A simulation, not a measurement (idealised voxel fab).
process module | voxel transistor to metal
cross-section cut | 150 nm wide | cells 5 nm
A cross-section is a grid of square cells, given in bands from the top down. A band is one or more rows of cells.
Each band's line starts with the height of the band's top and of its bottom, in nm. Then come its materials from left to right, each with its width in nm. One material with "throughout" fills the band from edge to edge. "air" is empty space.
Height 0 is the level under which the wafer as received is all one material. The lowest band goes on downwards, as in "0 down".
A width such as "30 to 40" changes by the same amount from each row of cells to the next, from the band's top row to its bottom row.
"no change" after a step means that no cell of the cross-section changed.
closed voids: empty space of 8 cells or more with no open way to the top, each as width x height at its distance from the left edge, in nm
after a step's settings: what the simulator itself notes on the step
overlay nm, on a step with a mask: how far to the right of its planned place the mask lay; to the left if negative
Each pair below shows a cross-section before one step and the cross-section after it, down to the lowest band that changed. The line under each pair gives the step between them, with its settings. The pairs can come from different runs of this module on the same starting wafer, so a pair continues from the pair above only where its "before" says so.
before
  55 to 40: SiO2 throughout
  40 to 35: SiO2 55 | SiN 10 | SiCN 15 | SiN 10 | SiO2 60
  35 to 30: SiCN 20 | SiN 10 | SiO2 25 | SiN 10 | SiCN 15 | SiN 10 | SiO2 25 | SiN 10 | SiCN 25
  30 to 25: polySi 20 | SiCN 105 | polySi 25
  25 to 5: polySi throughout
  5 to 0: SiO2 20 | polySi 105 | SiO2 25
  0 to -5: SiO2 throughout
  -5 to -30: SiO2 25 | Si 95 | SiO2 30
  -30 down: Si throughout
  closed voids: none
after
  55 to 40: SiO2 30 | air 20 | SiO2 45 | air 20 | SiO2 35
  40 to 35: SiO2 30 | air 20 | SiO2 5 | SiN 10 | SiCN 15 | SiN 10 | SiO2 5 | air 20 | SiO2 35
  35 to 30: SiCN 20 | SiN 10 | air 20 | SiO2 5 | SiN 10 | SiCN 15 | SiN 10 | SiO2 5 | air 20 | SiN 10 | SiCN 25
  below 30: unchanged
  closed voids: none
the step between: op MASKED_ETCH | tone open | mask id CONTACT | width nm 20 | pitch nm 65 | etch materials SiO2 | depth nm 55 | overlay nm 0
before: the cross-section after the pair above
after
  60 to 55: TiN 35 | air 10 | TiN 55 | air 10 | TiN 40
  55 to 40: SiO2 30 | TiN 5 | air 10 | TiN 5 | SiO2 45 | TiN 5 | air 10 | TiN 5 | SiO2 35
  40 to 35: SiO2 30 | TiN 5 | air 10 | TiN 5 | SiO2 5 | SiN 10 | SiCN 15 | SiN 10 | SiO2 5 | TiN 5 | air 10 | TiN 5 | SiO2 35
  35 to 30: SiCN 20 | SiN 10 | TiN 20 | SiO2 5 | SiN 10 | SiCN 15 | SiN 10 | SiO2 5 | TiN 20 | SiN 10 | SiCN 25
  below 30: unchanged
  closed voids: none
the step between: op CONFORMAL_DEP | material TiN | thk nm 5
before: the cross-section after the pair above
after
  70 to 60: W throughout
  60 to 55: TiN 35 | W 10 | TiN 55 | W 10 | TiN 40
  55 to 40: SiO2 30 | TiN 5 | W 10 | TiN 5 | SiO2 45 | TiN 5 | W 10 | TiN 5 | SiO2 35
  40 to 35: SiO2 30 | TiN 5 | W 10 | TiN 5 | SiO2 5 | SiN 10 | SiCN 15 | SiN 10 | SiO2 5 | TiN 5 | W 10 | TiN 5 | SiO2 35
  below 35: unchanged
  closed voids: none
the step between: op FILL_DEP | material W | thk nm 10
before: the cross-section after the pair above
after
  55 to 40: SiO2 30 | TiN 5 | W 10 | TiN 5 | SiO2 45 | TiN 5 | W 10 | TiN 5 | SiO2 35
  below 40: unchanged
  closed voids: none
the step between: op CMP | height nm 55
before: the cross-section after the pair above
after
  60 to 55: SiCN throughout
  below 55: unchanged
  closed voids: none
the step between: op CONFORMAL_DEP | material SiCN | thk nm 5
before: the cross-section after the pair above
after
  85 to 60: SiO2 throughout
  below 60: unchanged
  closed voids: none
the step between: op DIRECTIONAL_DEP | material SiO2 | thk nm 25
before: the cross-section after the pair above
after
  95 to 85: aC throughout
  below 85: unchanged
  closed voids: none
the step between: op DIRECTIONAL_DEP | material aC | thk nm 10
before: the cross-section after the pair above
after
  120 to 95: resist 30 | air 20 | resist 45 | air 20 | resist 35
  below 95: unchanged
  closed voids: none
the step between: op PATTERN | tone open | mask id METAL_1 | material resist | width nm 20 | pitch nm 65 | thk nm 25 | overlay nm 0
before: the cross-section after the pair above
after
  110 to 95: resist 30 | air 20 | resist 45 | air 20 | resist 35
  95 to 85: aC 30 | air 20 | aC 45 | air 20 | aC 35
  below 85: unchanged
  closed voids: none
the step between: op DIRECTIONAL_ETCH | etch materials aC | depth nm 10
before: the cross-section after the pair above
after
  95 to 85: aC 30 | air 20 | aC 45 | air 20 | aC 35
  below 85: unchanged
  closed voids: none
the step between: op STRIP | etch materials resist
before: the cross-section after the pair above
after
  95 to 85: aC 30 | air 20 | aC 45 | air 20 | aC 35
  85 to 60: SiO2 30 | air 20 | SiO2 45 | air 20 | SiO2 35
  below 60: unchanged
  closed voids: none
the step between: op DIRECTIONAL_ETCH | etch materials SiO2 | depth nm 25
before: the cross-section after the pair above
after
  95 to 85: aC 30 | air 20 | aC 45 | air 20 | aC 35
  85 to 60: SiO2 30 | air 20 | SiO2 45 | air 20 | SiO2 35
  60 to 55: SiCN 30 | air 20 | SiCN 45 | air 20 | SiCN 35
  below 55: unchanged
  closed voids: none
the step between: op DIRECTIONAL_ETCH | etch materials SiCN | depth nm 5
before: the cross-section after the pair above
after
  85 to 60: SiO2 30 | air 20 | SiO2 45 | air 20 | SiO2 35
  below 60: unchanged
  closed voids: none
the step between: op STRIP | etch materials aC
before: the cross-section after the pair above
after
  90 to 85: TiN 35 | air 10 | TiN 55 | air 10 | TiN 40
  85 to 60: SiO2 30 | TiN 5 | air 10 | TiN 5 | SiO2 45 | TiN 5 | air 10 | TiN 5 | SiO2 35
  60 to 55: SiCN 30 | TiN 20 | SiCN 45 | TiN 20 | SiCN 35
  below 55: unchanged
  closed voids: none
the step between: op CONFORMAL_DEP | material TiN | thk nm 5
before: the cross-section after the pair above
after
  100 to 90: Cu throughout
  90 to 85: TiN 35 | Cu 10 | TiN 55 | Cu 10 | TiN 40
  85 to 60: SiO2 30 | TiN 5 | Cu 10 | TiN 5 | SiO2 45 | TiN 5 | Cu 10 | TiN 5 | SiO2 35
  below 60: unchanged
  closed voids: none
the step between: op FILL_DEP | material Cu | thk nm 10
before: the cross-section after the pair above
after
  85 to 60: SiO2 30 | TiN 5 | Cu 10 | TiN 5 | SiO2 45 | TiN 5 | Cu 10 | TiN 5 | SiO2 35
  below 60: unchanged
  closed voids: none
the step between: op CMP | height nm 85
before: the cross-section after the pair above
after
  90 to 85: air 25 | Ru 30 | air 35 | Ru 30 | air 30
  below 85: unchanged
  closed voids: none
the step between: op EPI | material Ru | thk nm 5
before: the cross-section after the pair above
after
  95 to 90: SiCN throughout
  90 to 85: SiCN 25 | Ru 30 | SiCN 35 | Ru 30 | SiCN 30
  below 85: unchanged
  closed voids: none
the step between: op FILL_DEP | material SiCN | thk nm 5
before: the cross-section after the pair above
after
  120 to 95: SiO2 throughout
  below 95: unchanged
  closed voids: none
the step between: op DIRECTIONAL_DEP | material SiO2 | thk nm 25
before: the cross-section after the pair above
after
  140 to 120: resist 30 | air 20 | resist 45 | air 20 | resist 35
  below 120: unchanged
  closed voids: none
the step between: op PATTERN | tone open | mask id METAL_2 | material resist | width nm 20 | pitch nm 65 | thk nm 20 | overlay nm 0
before: the cross-section after the pair above
after
  140 to 120: resist 30 | air 20 | resist 45 | air 20 | resist 35
  120 to 105: SiO2 30 | air 20 | SiO2 45 | air 20 | SiO2 35
  below 105: unchanged
  closed voids: none
the step between: op DIRECTIONAL_ETCH | etch materials SiO2 | depth nm 15
before: the cross-section after the pair above
after
  120 to 105: SiO2 30 | air 20 | SiO2 45 | air 20 | SiO2 35
  below 105: unchanged
  closed voids: none
the step between: op STRIP | etch materials resist
before: the cross-section after the pair above
after
  130 to 120: aC 30 | air 20 | aC 45 | air 20 | aC 35
  120 to 115: SiO2 30 | air 20 | SiO2 45 | air 20 | SiO2 35
  115 to 105: SiO2 30 | aC 20 | SiO2 45 | aC 20 | SiO2 35
  below 105: unchanged
  closed voids: none
the step between: op DIRECTIONAL_DEP | material aC | thk nm 10
before: the cross-section after the pair above
after
  160 to 130: resist 30 | air 15 | resist 50 | air 15 | resist 40
  130 to 120: aC 30 | air 15 | resist 5 | aC 45 | air 15 | resist 5 | aC 35
  120 to 115: SiO2 30 | air 15 | resist 5 | SiO2 45 | air 15 | resist 5 | SiO2 35
  below 115: unchanged
  closed voids: none
the step between: op PATTERN | tone open | mask id METAL_2_HOLES | material resist | width nm 15 | pitch nm 65 | thk nm 30 | overlay nm 0
before: the cross-section after the pair above
after
  150 to 130: resist 30 | air 15 | resist 50 | air 15 | resist 40
  130 to 120: aC 30 | air 15 | resist 5 | aC 45 | air 15 | resist 5 | aC 35
  120 to 115: SiO2 30 | air 15 | resist 5 | SiO2 45 | air 15 | resist 5 | SiO2 35
  115 to 105: SiO2 30 | air 15 | aC 5 | SiO2 45 | air 15 | aC 5 | SiO2 35
  below 105: unchanged
  closed voids: none
the step between: op DIRECTIONAL_ETCH | etch materials aC | depth nm 10
before: the cross-section after the pair above
after
  130 to 120: aC 30 | air 20 | aC 45 | air 20 | aC 35
  120 to 115: SiO2 30 | air 20 | SiO2 45 | air 20 | SiO2 35
  below 115: unchanged
  closed voids: none
the step between: op STRIP | etch materials resist
before: the cross-section after the pair above
after
  130 to 120: aC 30 | air 20 | aC 45 | air 20 | aC 35
  120 to 115: SiO2 30 | air 20 | SiO2 45 | air 20 | SiO2 35
  115 to 105: SiO2 30 | air 15 | aC 5 | SiO2 45 | air 15 | aC 5 | SiO2 35
  105 to 95: SiO2 30 | air 15 | SiO2 50 | air 15 | SiO2 40
  below 95: unchanged
  closed voids: none
the step between: op DIRECTIONAL_ETCH | etch materials SiO2 | depth nm 10
before: the cross-section after the pair above
after
  130 to 120: aC 30 | air 20 | aC 45 | air 20 | aC 35
  120 to 115: SiO2 30 | air 20 | SiO2 45 | air 20 | SiO2 35
  115 to 105: SiO2 30 | air 15 | aC 5 | SiO2 45 | air 15 | aC 5 | SiO2 35
  105 to 95: SiO2 30 | air 15 | SiO2 50 | air 15 | SiO2 40
  95 to 90: SiCN 30 | air 15 | SiCN 50 | air 15 | SiCN 40
  below 90: unchanged
  closed voids: none
the step between: op DIRECTIONAL_ETCH | etch materials SiCN | depth nm 5
before: the cross-section after the pair above
after
  120 to 105: SiO2 30 | air 20 | SiO2 45 | air 20 | SiO2 35
  below 105: unchanged
  closed voids: none
the step between: op STRIP | etch materials aC
before: the cross-section after the pair above
after
  125 to 120: TiN 35 | air 10 | TiN 55 | air 10 | TiN 40
  120 to 110: SiO2 30 | TiN 5 | air 10 | TiN 5 | SiO2 45 | TiN 5 | air 10 | TiN 5 | SiO2 35
  110 to 105: SiO2 30 | TiN 5 | air 5 | TiN 10 | SiO2 45 | TiN 5 | air 5 | TiN 10 | SiO2 35
  105 to 95: SiO2 30 | TiN 5 | air 5 | TiN 5 | SiO2 50 | TiN 5 | air 5 | TiN 5 | SiO2 40
  95 to 90: SiCN 30 | TiN 15 | SiCN 50 | TiN 15 | SiCN 40
  below 90: unchanged
  closed voids: none
the step between: op CONFORMAL_DEP | material TiN | thk nm 5
before: the cross-section after the pair above
after
  130 to 125: Cu throughout
  125 to 120: TiN 35 | Cu 10 | TiN 55 | Cu 10 | TiN 40
  120 to 110: SiO2 30 | TiN 5 | Cu 10 | TiN 5 | SiO2 45 | TiN 5 | Cu 10 | TiN 5 | SiO2 35
  110 to 105: SiO2 30 | TiN 5 | Cu 5 | TiN 10 | SiO2 45 | TiN 5 | Cu 5 | TiN 10 | SiO2 35
  105 to 95: SiO2 30 | TiN 5 | Cu 5 | TiN 5 | SiO2 50 | TiN 5 | Cu 5 | TiN 5 | SiO2 40
  below 95: unchanged
  closed voids: none
the step between: op FILL_DEP | material Cu | thk nm 5
before: the cross-section after the pair above
after
  120 to 110: SiO2 30 | TiN 5 | Cu 10 | TiN 5 | SiO2 45 | TiN 5 | Cu 10 | TiN 5 | SiO2 35
  below 110: unchanged
  closed voids: none
the step between: op CMP | height nm 120
before: the cross-section after the pair above
after
  125 to 120: SiN throughout
  below 120: unchanged
  closed voids: none
the step between: op CONFORMAL_DEP | material SiN | thk nm 5
before
  55 to 40: SiO2 30 | TiN 5 | W 10 | TiN 5 | SiO2 45 | TiN 5 | W 10 | TiN 5 | SiO2 35
  40 to 25: SiO2 30 | TiN 5 | W 10 | TiN 5 | SiO2 5 | SiN 10 | SiCN 15 | SiN 10 | SiO2 5 | TiN 5 | W 10 | TiN 5 | SiO2 35
  25 to 5: SiO2 30 | TiN 5 | W 10 | TiN 5 | SiO2 5 | SiN 10 | polySi 15 | SiN 10 | SiO2 5 | TiN 5 | W 10 | TiN 5 | SiO2 35
  5 to 0: SiO2 20 | SiN 10 | TiN 20 | SiO2 5 | SiN 10 | polySi 15 | SiN 10 | SiO2 5 | TiN 20 | SiN 10 | SiO2 25
  0 to -5: SiO2 30 | SiGe 25 | SiO2 35 | SiGe 25 | SiO2 35
  -5 to -30: SiO2 25 | Si 95 | SiO2 30
  -30 down: Si throughout
  closed voids: none
after
  80 to 55: SiO2 throughout
  below 55: unchanged
  closed voids: none
the step between: op DIRECTIONAL_DEP | material SiO2 | thk nm 25
before: the cross-section after the pair above
after
  85 to 80: SiCN throughout
  below 80: unchanged
  closed voids: none
the step between: op CONFORMAL_DEP | material SiCN | thk nm 5
before: the cross-section after the pair above
after
  95 to 85: aC throughout
  below 85: unchanged
  closed voids: none
the step between: op DIRECTIONAL_DEP | material aC | thk nm 10
before: the cross-section after the pair above
after
  120 to 95: resist 30 | air 20 | resist 45 | air 20 | resist 35
  below 95: unchanged
  closed voids: none
the step between: op PATTERN | tone open | mask id METAL_1 | material resist | width nm 20 | pitch nm 65 | thk nm 25 | overlay nm 0
before: the cross-section after the pair above
after
  110 to 95: resist 30 | air 20 | resist 45 | air 20 | resist 35
  95 to 85: aC 30 | air 20 | aC 45 | air 20 | aC 35
  below 85: unchanged
  closed voids: none
the step between: op DIRECTIONAL_ETCH | etch materials aC | depth nm 10
before: the cross-section after the pair above
after
  95 to 85: aC 30 | air 20 | aC 45 | air 20 | aC 35
  below 85: unchanged
  closed voids: none
the step between: op STRIP | etch materials resist
before: the cross-section after the pair above
after
  95 to 85: aC 30 | air 20 | aC 45 | air 20 | aC 35
  85 to 80: SiCN 30 | air 20 | SiCN 45 | air 20 | SiCN 35
  below 80: unchanged
  closed voids: none
the step between: op DIRECTIONAL_ETCH | etch materials SiCN | depth nm 5
before: the cross-section after the pair above
after
  85 to 80: SiCN 30 | air 20 | SiCN 45 | air 20 | SiCN 35
  below 80: unchanged
  closed voids: none
the step between: op STRIP | etch materials aC
before: the cross-section after the pair above
after
  90 to 85: TiN 35 | air 10 | TiN 55 | air 10 | TiN 40
  85 to 80: SiCN 30 | TiN 20 | SiCN 45 | TiN 20 | SiCN 35
  below 80: unchanged
  closed voids: none
the step between: op CONFORMAL_DEP | material TiN | thk nm 5
before: the cross-section after the pair above
after
  100 to 90: Cu throughout
  90 to 85: TiN 35 | Cu 10 | TiN 55 | Cu 10 | TiN 40
  below 85: unchanged
  closed voids: none
the step between: op FILL_DEP | material Cu | thk nm 10
before: the cross-section after the pair above
after
  85 to 80: SiCN 30 | TiN 20 | SiCN 45 | TiN 20 | SiCN 35
  below 80: unchanged
  closed voids: none
the step between: op CMP | height nm 85
before: the cross-section after the pair above
after
  90 to 85: air 25 | Ru 30 | air 35 | Ru 30 | air 30
  below 85: unchanged
  closed voids: none
the step between: op EPI | material Ru | thk nm 5
before: the cross-section after the pair above
after
  95 to 90: SiCN throughout
  90 to 85: SiCN 25 | Ru 30 | SiCN 35 | Ru 30 | SiCN 30
  below 85: unchanged
  closed voids: none
the step between: op FILL_DEP | material SiCN | thk nm 5
before: the cross-section after the pair above
after
  120 to 95: SiO2 throughout
  below 95: unchanged
  closed voids: none
the step between: op DIRECTIONAL_DEP | material SiO2 | thk nm 25
before: the cross-section after the pair above
after
  140 to 120: resist 30 | air 20 | resist 45 | air 20 | resist 35
  below 120: unchanged
  closed voids: none
the step between: op PATTERN | tone open | mask id METAL_2 | material resist | width nm 20 | pitch nm 65 | thk nm 20 | overlay nm 0
before: the cross-section after the pair above
after
  140 to 120: resist 30 | air 20 | resist 45 | air 20 | resist 35
  120 to 105: SiO2 30 | air 20 | SiO2 45 | air 20 | SiO2 35
  below 105: unchanged
  closed voids: none
the step between: op DIRECTIONAL_ETCH | etch materials SiO2 | depth nm 15
before: the cross-section after the pair above
after
  120 to 105: SiO2 30 | air 20 | SiO2 45 | air 20 | SiO2 35
  below 105: unchanged
  closed voids: none
the step between: op STRIP | etch materials resist
before: the cross-section after the pair above
after
  130 to 120: aC 30 | air 20 | aC 45 | air 20 | aC 35
  120 to 115: SiO2 30 | air 20 | SiO2 45 | air 20 | SiO2 35
  115 to 105: SiO2 30 | aC 20 | SiO2 45 | aC 20 | SiO2 35
  below 105: unchanged
  closed voids: none
the step between: op DIRECTIONAL_DEP | material aC | thk nm 10
before: the cross-section after the pair above
after
  160 to 130: resist 30 | air 15 | resist 50 | air 15 | resist 40
  130 to 120: aC 30 | air 15 | resist 5 | aC 45 | air 15 | resist 5 | aC 35
  120 to 115: SiO2 30 | air 15 | resist 5 | SiO2 45 | air 15 | resist 5 | SiO2 35
  below 115: unchanged
  closed voids: none
the step between: op PATTERN | tone open | mask id METAL_2_HOLES | material resist | width nm 15 | pitch nm 65 | thk nm 30 | overlay nm 0
before: the cross-section after the pair above
after
  150 to 130: resist 30 | air 15 | resist 50 | air 15 | resist 40
  130 to 120: aC 30 | air 15 | resist 5 | aC 45 | air 15 | resist 5 | aC 35
  120 to 115: SiO2 30 | air 15 | resist 5 | SiO2 45 | air 15 | resist 5 | SiO2 35
  115 to 105: SiO2 30 | air 15 | aC 5 | SiO2 45 | air 15 | aC 5 | SiO2 35
  below 105: unchanged
  closed voids: none
the step between: op DIRECTIONAL_ETCH | etch materials aC | depth nm 10
before: the cross-section after the pair above
after
  130 to 120: aC 30 | air 20 | aC 45 | air 20 | aC 35
  120 to 115: SiO2 30 | air 20 | SiO2 45 | air 20 | SiO2 35
  below 115: unchanged
  closed voids: none
the step between: op STRIP | etch materials resist
before: the cross-section after the pair above
after
  130 to 120: aC 30 | air 20 | aC 45 | air 20 | aC 35
  120 to 115: SiO2 30 | air 20 | SiO2 45 | air 20 | SiO2 35
  115 to 105: SiO2 30 | air 15 | aC 5 | SiO2 45 | air 15 | aC 5 | SiO2 35
  105 to 95: SiO2 30 | air 15 | SiO2 50 | air 15 | SiO2 40
  below 95: unchanged
  closed voids: none
the step between: op DIRECTIONAL_ETCH | etch materials SiO2 | depth nm 10
before: the cross-section after the pair above
after
  130 to 120: aC 30 | air 20 | aC 45 | air 20 | aC 35
  120 to 115: SiO2 30 | air 20 | SiO2 45 | air 20 | SiO2 35
  115 to 105: SiO2 30 | air 15 | aC 5 | SiO2 45 | air 15 | aC 5 | SiO2 35
  105 to 95: SiO2 30 | air 15 | SiO2 50 | air 15 | SiO2 40
  95 to 90: SiCN 30 | air 15 | SiCN 50 | air 15 | SiCN 40
  below 90: unchanged
  closed voids: none
the step between: op DIRECTIONAL_ETCH | etch materials SiCN | depth nm 5
before: the cross-section after the pair above
after
  120 to 105: SiO2 30 | air 20 | SiO2 45 | air 20 | SiO2 35
  below 105: unchanged
  closed voids: none
the step between: op STRIP | etch materials aC
before: the cross-section after the pair above
after
  125 to 120: TiN 35 | air 10 | TiN 55 | air 10 | TiN 40
  120 to 110: SiO2 30 | TiN 5 | air 10 | TiN 5 | SiO2 45 | TiN 5 | air 10 | TiN 5 | SiO2 35
  110 to 105: SiO2 30 | TiN 5 | air 5 | TiN 10 | SiO2 45 | TiN 5 | air 5 | TiN 10 | SiO2 35
  105 to 95: SiO2 30 | TiN 5 | air 5 | TiN 5 | SiO2 50 | TiN 5 | air 5 | TiN 5 | SiO2 40
  95 to 90: SiCN 30 | TiN 15 | SiCN 50 | TiN 15 | SiCN 40
  below 90: unchanged
  closed voids: none
the step between: op CONFORMAL_DEP | material TiN | thk nm 5
before: the cross-section after the pair above
after
  130 to 125: Cu throughout
  125 to 120: TiN 35 | Cu 10 | TiN 55 | Cu 10 | TiN 40
  120 to 110: SiO2 30 | TiN 5 | Cu 10 | TiN 5 | SiO2 45 | TiN 5 | Cu 10 | TiN 5 | SiO2 35
  110 to 105: SiO2 30 | TiN 5 | Cu 5 | TiN 10 | SiO2 45 | TiN 5 | Cu 5 | TiN 10 | SiO2 35
  105 to 95: SiO2 30 | TiN 5 | Cu 5 | TiN 5 | SiO2 50 | TiN 5 | Cu 5 | TiN 5 | SiO2 40
  below 95: unchanged
  closed voids: none
the step between: op FILL_DEP | material Cu | thk nm 5
before: the cross-section after the pair above
after
  120 to 110: SiO2 30 | TiN 5 | Cu 10 | TiN 5 | SiO2 45 | TiN 5 | Cu 10 | TiN 5 | SiO2 35
  below 110: unchanged
  closed voids: none
the step between: op CMP | height nm 120
before: the cross-section after the pair above
after
  125 to 120: SiN throughout
  below 120: unchanged
  closed voids: none
the step between: op CONFORMAL_DEP | material SiN | thk nm 5
before
  100 to 90: Cu throughout
  90 to 85: TiN 35 | Cu 10 | TiN 55 | Cu 10 | TiN 40
  85 to 60: SiO2 30 | TiN 5 | Cu 10 | TiN 5 | SiO2 45 | TiN 5 | Cu 10 | TiN 5 | SiO2 35
  60 to 55: SiCN 30 | TiN 20 | SiCN 45 | TiN 20 | SiCN 35
  55 to 40: SiO2 30 | TiN 5 | W 10 | TiN 5 | SiO2 45 | TiN 5 | W 10 | TiN 5 | SiO2 35
  40 to 25: SiO2 30 | TiN 5 | W 10 | TiN 5 | SiO2 5 | SiN 10 | SiCN 15 | SiN 10 | SiO2 5 | TiN 5 | W 10 | TiN 5 | SiO2 35
  25 to 5: SiO2 30 | TiN 5 | W 10 | TiN 5 | SiO2 5 | SiN 10 | polySi 15 | SiN 10 | SiO2 5 | TiN 5 | W 10 | TiN 5 | SiO2 35
  5 to 0: SiO2 20 | SiN 10 | TiN 20 | SiO2 5 | SiN 10 | polySi 15 | SiN 10 | SiO2 5 | TiN 20 | SiN 10 | SiO2 25
  0 to -5: SiO2 30 | SiGe 25 | SiO2 35 | SiGe 25 | SiO2 35
  -5 to -30: SiO2 25 | Si 95 | SiO2 30
  -30 down: Si throughout
  closed voids: none
after
  75 to 60: SiO2 30 | TiN 5 | Cu 10 | TiN 5 | SiO2 45 | TiN 5 | Cu 10 | TiN 5 | SiO2 35
  below 60: unchanged
  closed voids: none
the step between: op CMP | height nm 75
before: the cross-section after the pair above
after
  80 to 75: air 25 | Ru 30 | air 35 | Ru 30 | air 30
  below 75: unchanged
  closed voids: none
the step between: op EPI | material Ru | thk nm 5
before: the cross-section after the pair above
after
  85 to 80: SiCN throughout
  80 to 75: SiCN 25 | Ru 30 | SiCN 35 | Ru 30 | SiCN 30
  below 75: unchanged
  closed voids: none
the step between: op FILL_DEP | material SiCN | thk nm 5
before: the cross-section after the pair above
after
  110 to 85: SiO2 throughout
  below 85: unchanged
  closed voids: none
the step between: op DIRECTIONAL_DEP | material SiO2 | thk nm 25
before: the cross-section after the pair above
after
  130 to 110: resist 30 | air 20 | resist 45 | air 20 | resist 35
  below 110: unchanged
  closed voids: none
the step between: op PATTERN | tone open | mask id METAL_2 | material resist | width nm 20 | pitch nm 65 | thk nm 20 | overlay nm 0
before: the cross-section after the pair above
after
  130 to 110: resist 30 | air 20 | resist 45 | air 20 | resist 35
  110 to 95: SiO2 30 | air 20 | SiO2 45 | air 20 | SiO2 35
  below 95: unchanged
  closed voids: none
the step between: op DIRECTIONAL_ETCH | etch materials SiO2 | depth nm 15
before: the cross-section after the pair above
after
  110 to 95: SiO2 30 | air 20 | SiO2 45 | air 20 | SiO2 35
  below 95: unchanged
  closed voids: none
the step between: op STRIP | etch materials resist
before: the cross-section after the pair above
after
  120 to 110: aC 30 | air 20 | aC 45 | air 20 | aC 35
  110 to 105: SiO2 30 | air 20 | SiO2 45 | air 20 | SiO2 35
  105 to 95: SiO2 30 | aC 20 | SiO2 45 | aC 20 | SiO2 35
  below 95: unchanged
  closed voids: none
the step between: op DIRECTIONAL_DEP | material aC | thk nm 10
before: the cross-section after the pair above
after
  150 to 120: resist 30 | air 15 | resist 50 | air 15 | resist 40
  120 to 110: aC 30 | air 15 | resist 5 | aC 45 | air 15 | resist 5 | aC 35
  110 to 105: SiO2 30 | air 15 | resist 5 | SiO2 45 | air 15 | resist 5 | SiO2 35
  below 105: unchanged
  closed voids: none
the step between: op PATTERN | tone open | mask id METAL_2_HOLES | material resist | width nm 15 | pitch nm 65 | thk nm 30 | overlay nm 0
before: the cross-section after the pair above
after
  140 to 120: resist 30 | air 15 | resist 50 | air 15 | resist 40
  120 to 110: aC 30 | air 15 | resist 5 | aC 45 | air 15 | resist 5 | aC 35
  110 to 105: SiO2 30 | air 15 | resist 5 | SiO2 45 | air 15 | resist 5 | SiO2 35
  105 to 95: SiO2 30 | air 15 | aC 5 | SiO2 45 | air 15 | aC 5 | SiO2 35
  below 95: unchanged
  closed voids: none
the step between: op DIRECTIONAL_ETCH | etch materials aC | depth nm 10
before: the cross-section after the pair above
after
  120 to 110: aC 30 | air 20 | aC 45 | air 20 | aC 35
  110 to 105: SiO2 30 | air 20 | SiO2 45 | air 20 | SiO2 35
  below 105: unchanged
  closed voids: none
the step between: op STRIP | etch materials resist
before: the cross-section after the pair above
after
  120 to 110: aC 30 | air 20 | aC 45 | air 20 | aC 35
  110 to 105: SiO2 30 | air 20 | SiO2 45 | air 20 | SiO2 35
  105 to 95: SiO2 30 | air 15 | aC 5 | SiO2 45 | air 15 | aC 5 | SiO2 35
  95 to 85: SiO2 30 | air 15 | SiO2 50 | air 15 | SiO2 40
  below 85: unchanged
  closed voids: none
the step between: op DIRECTIONAL_ETCH | etch materials SiO2 | depth nm 10
before: the cross-section after the pair above
after
  120 to 110: aC 30 | air 20 | aC 45 | air 20 | aC 35
  110 to 105: SiO2 30 | air 20 | SiO2 45 | air 20 | SiO2 35
  105 to 95: SiO2 30 | air 15 | aC 5 | SiO2 45 | air 15 | aC 5 | SiO2 35
  95 to 85: SiO2 30 | air 15 | SiO2 50 | air 15 | SiO2 40
  85 to 80: SiCN 30 | air 15 | SiCN 50 | air 15 | SiCN 40
  below 80: unchanged
  closed voids: none
the step between: op DIRECTIONAL_ETCH | etch materials SiCN | depth nm 5
before: the cross-section after the pair above
after
  110 to 95: SiO2 30 | air 20 | SiO2 45 | air 20 | SiO2 35
  below 95: unchanged
  closed voids: none
the step between: op STRIP | etch materials aC
before: the cross-section after the pair above
after
  115 to 110: TiN 35 | air 10 | TiN 55 | air 10 | TiN 40
  110 to 100: SiO2 30 | TiN 5 | air 10 | TiN 5 | SiO2 45 | TiN 5 | air 10 | TiN 5 | SiO2 35
  100 to 95: SiO2 30 | TiN 5 | air 5 | TiN 10 | SiO2 45 | TiN 5 | air 5 | TiN 10 | SiO2 35
  95 to 85: SiO2 30 | TiN 5 | air 5 | TiN 5 | SiO2 50 | TiN 5 | air 5 | TiN 5 | SiO2 40
  85 to 80: SiCN 30 | TiN 15 | SiCN 50 | TiN 15 | SiCN 40
  below 80: unchanged
  closed voids: none
the step between: op CONFORMAL_DEP | material TiN | thk nm 5
before: the cross-section after the pair above
after
  120 to 115: Cu throughout
  115 to 110: TiN 35 | Cu 10 | TiN 55 | Cu 10 | TiN 40
  110 to 100: SiO2 30 | TiN 5 | Cu 10 | TiN 5 | SiO2 45 | TiN 5 | Cu 10 | TiN 5 | SiO2 35
  100 to 95: SiO2 30 | TiN 5 | Cu 5 | TiN 10 | SiO2 45 | TiN 5 | Cu 5 | TiN 10 | SiO2 35
  95 to 85: SiO2 30 | TiN 5 | Cu 5 | TiN 5 | SiO2 50 | TiN 5 | Cu 5 | TiN 5 | SiO2 40
  below 85: unchanged
  closed voids: none
the step between: op FILL_DEP | material Cu | thk nm 5
before: the cross-section after the pair above
after
  125 to 120: SiN throughout
  below 120: unchanged
  closed voids: none
the step between: op CONFORMAL_DEP | material SiN | thk nm 5
before
  35 to 20: aC throughout
  20 to 5: SiN throughout
  5 to 0: SiO2 throughout
  0 down: Si throughout
  closed voids: none
after
  65 to 35: air 30 | resist 85 | air 35
  below 35: unchanged
  closed voids: none
the step between: op PATTERN | tone cover | mask id ACTIVE | material resist | width nm 85 | thk nm 30 | overlay nm 0
before: the cross-section after the pair above
after
  50 to 35: air 30 | resist 85 | air 35
  35 to 20: air 30 | aC 85 | air 35
  below 20: unchanged
  closed voids: none
the step between: op DIRECTIONAL_ETCH | etch materials aC | depth nm 15
before: the cross-section after the pair above
after
  35 to 20: air 30 | aC 85 | air 35
  below 20: unchanged
  closed voids: none
the step between: op STRIP | etch materials resist
before: the cross-section after the pair above
after
  35 to 20: air 30 | aC 85 | air 35
  20 to 5: air 30 | SiN 85 | air 35
  below 5: unchanged
  closed voids: none
the step between: op DIRECTIONAL_ETCH | etch materials SiN | depth nm 15
before: the cross-section after the pair above
after
  35 to 20: air 30 | aC 85 | air 35
  20 to 5: air 30 | SiN 85 | air 35
  5 to 0: air 30 | SiO2 85 | air 35
  below 0: unchanged
  closed voids: none
the step between: op DIRECTIONAL_ETCH | etch materials SiO2 | depth nm 5
before: the cross-section after the pair above
after
  35 to 20: air 30 | aC 85 | air 35
  20 to 5: air 30 | SiN 85 | air 35
  5 to 0: air 30 | SiO2 85 | air 35
  0 to -30: air 30 | Si 85 | air 35
  below -30: unchanged
  closed voids: none
the step between: op DIRECTIONAL_ETCH | etch materials Si | depth nm 30
before: the cross-section after the pair above
after
  20 to 5: air 30 | SiN 85 | air 35
  below 5: unchanged
  closed voids: none
the step between: op STRIP | etch materials aC
before: the cross-section after the pair above
after
  30 to 20: SiO2 throughout
  20 to 5: SiO2 30 | SiN 85 | SiO2 35
  5 to 0: SiO2 throughout
  0 to -30: SiO2 30 | Si 85 | SiO2 35
  below -30: unchanged
  closed voids: none
the step between: op FILL_DEP | material SiO2 | thk nm 10
before: the cross-section after the pair above
after
  20 to 5: SiO2 30 | SiN 85 | SiO2 35
  below 5: unchanged
  closed voids: none
the step between: op CMP | height nm 20
